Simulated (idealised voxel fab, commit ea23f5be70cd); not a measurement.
process module | voxel wiring stack
cross-section cut | 205 nm wide | cells 5 nm
A cross-section is a grid of square cells, given in bands from the top down. A band is one or more rows of cells.
Each band's line starts with the height of the band's top and of its bottom, in nm. Then come its materials from left to right, each with its width in nm. One material with "throughout" fills the band from edge to edge. "air" is empty space.
Height 0 is the level under which the wafer as received is all one material. The lowest band goes on downwards, as in "0 down".
A width such as "30 to 40" changes by the same amount from each row of cells to the next, from the band's top row to its bottom row.
"no change" after a step means that no cell of the cross-section changed.
closed voids: empty space of 8 cells or more with no open way to the top, each as width x height at its distance from the left edge, in nm
after a step's settings: what the simulator itself notes on the step
overlay nm, on a step with a mask: how far to the right of its planned place the mask lay; to the left if negative
plan
1 op RECEIVE | material Si
2 op CONFORMAL_DEP | material SiO2 | thk nm 10
3 op DIRECTIONAL_DEP | material TiN | thk nm 5
4 op DIRECTIONAL_DEP | material Ru | thk nm 25
5 op PATTERN | tone cover | mask id METAL_1 | material resist | width nm 30 | pitch nm 50 | thk nm 20 | overlay nm 0
6 op DIRECTIONAL_ETCH | etch materials Ru | depth nm 25
7 op DIRECTIONAL_ETCH | etch materials TiN | depth nm 5
8 op STRIP | etch materials resist
9 op FILL_DEP | material SiO2 | thk nm 10
10 op CMP | height nm 40
11 op CONFORMAL_DEP | material SiCN | thk nm 5
12 op DIRECTIONAL_DEP | material SiO2 | thk nm 15
13 op MASKED_ETCH | tone open | mask id PLUG_1 | width nm 15 | pitch nm 50 | etch materials SiO2 | depth nm 15 | overlay nm 0
14 op MASKED_ETCH | tone open | mask id PLUG_1 | width nm 15 | pitch nm 50 | etch materials SiCN | depth nm 5 | overlay nm 0
15 op CONFORMAL_DEP | material TiN | thk nm 5
16 op FILL_DEP | material Cu | thk nm 5
17 op CMP | height nm 60
18 op CONFORMAL_DEP | material SiN | thk nm 5
19 op DIRECTIONAL_DEP | material SiO2 | thk nm 25
20 op DIRECTIONAL_DEP | material aC | thk nm 10
21 op PATTERN | tone open | mask id METAL_2 | material resist | width nm 30 | pitch nm 50 | thk nm 25 | overlay nm 0
22 op DIRECTIONAL_ETCH | etch materials aC | depth nm 10
23 op STRIP | etch materials resist
24 op DIRECTIONAL_ETCH | etch materials SiO2 | depth nm 25
25 op DIRECTIONAL_ETCH | etch materials SiN | depth nm 5
26 op STRIP | etch materials aC
27 op CONFORMAL_DEP | material TiN | thk nm 5
28 op FILL_DEP | material Cu | thk nm 5
29 op CMP | height nm 90
30 op CONFORMAL_DEP | material SiCN | thk nm 5
as received, after step 1
  0 down: Si throughout
  closed voids: none
first wafer at the end, as planned
  95 to 90: SiCN throughout
  90 to 65: SiO2 35 | TiN 5 | Cu 20 | TiN 5 | SiO2 20 | TiN 5 | Cu 20 | TiN 5 | SiO2 20 | TiN 5 | Cu 20 | TiN 5 | SiO2 40
  65 to 60: SiN 35 | TiN 30 | SiN 20 | TiN 30 | SiN 20 | TiN 30 | SiN 40
  60 to 45: SiO2 35 | TiN 5 | Cu 5 | TiN 5 | SiO2 35 | TiN 5 | Cu 5 | TiN 5 | SiO2 35 | TiN 5 | Cu 5 | TiN 5 | SiO2 55
  45 to 40: SiCN 35 | TiN 15 | SiCN 35 | TiN 15 | SiCN 35 | TiN 15 | SiCN 55
  40 to 15: SiO2 35 | Ru 30 | SiO2 20 | Ru 30 | SiO2 20 | Ru 30 | SiO2 40
  15 to 10: SiO2 35 | TiN 30 | SiO2 20 | TiN 30 | SiO2 20 | TiN 30 | SiO2 40
  10 to 0: SiO2 throughout
  0 down: Si throughout
  closed voids: none
second wafer at the end: like start, like plan, one mistake
  95 to 90: SiCN throughout
  90 to 65: SiO2 35 | TiN 5 | aC 20 | TiN 5 | SiO2 20 | TiN 5 | aC 20 | TiN 5 | SiO2 20 | TiN 5 | aC 20 | TiN 5 | SiO2 40
  65 to 60: SiN 35 | TiN 30 | SiN 20 | TiN 30 | SiN 20 | TiN 30 | SiN 40
  60 to 45: SiO2 35 | TiN 5 | Cu 5 | TiN 5 | SiO2 35 | TiN 5 | Cu 5 | TiN 5 | SiO2 35 | TiN 5 | Cu 5 | TiN 5 | SiO2 55
  45 to 40: SiCN 35 | TiN 15 | SiCN 35 | TiN 15 | SiCN 35 | TiN 15 | SiCN 55
  40 to 15: SiO2 35 | Ru 30 | SiO2 20 | Ru 30 | SiO2 20 | Ru 30 | SiO2 40
  15 to 10: SiO2 35 | TiN 30 | SiO2 20 | TiN 30 | SiO2 20 | TiN 30 | SiO2 40
  10 to 0: SiO2 throughout
  0 down: Si throughout
  closed voids: none
what went wrong: step 28 ran as: op FILL_DEP | material aC | thk nm 5
at the end the second wafer has, in cells: 60 fewer of Cu | 60 more of aC
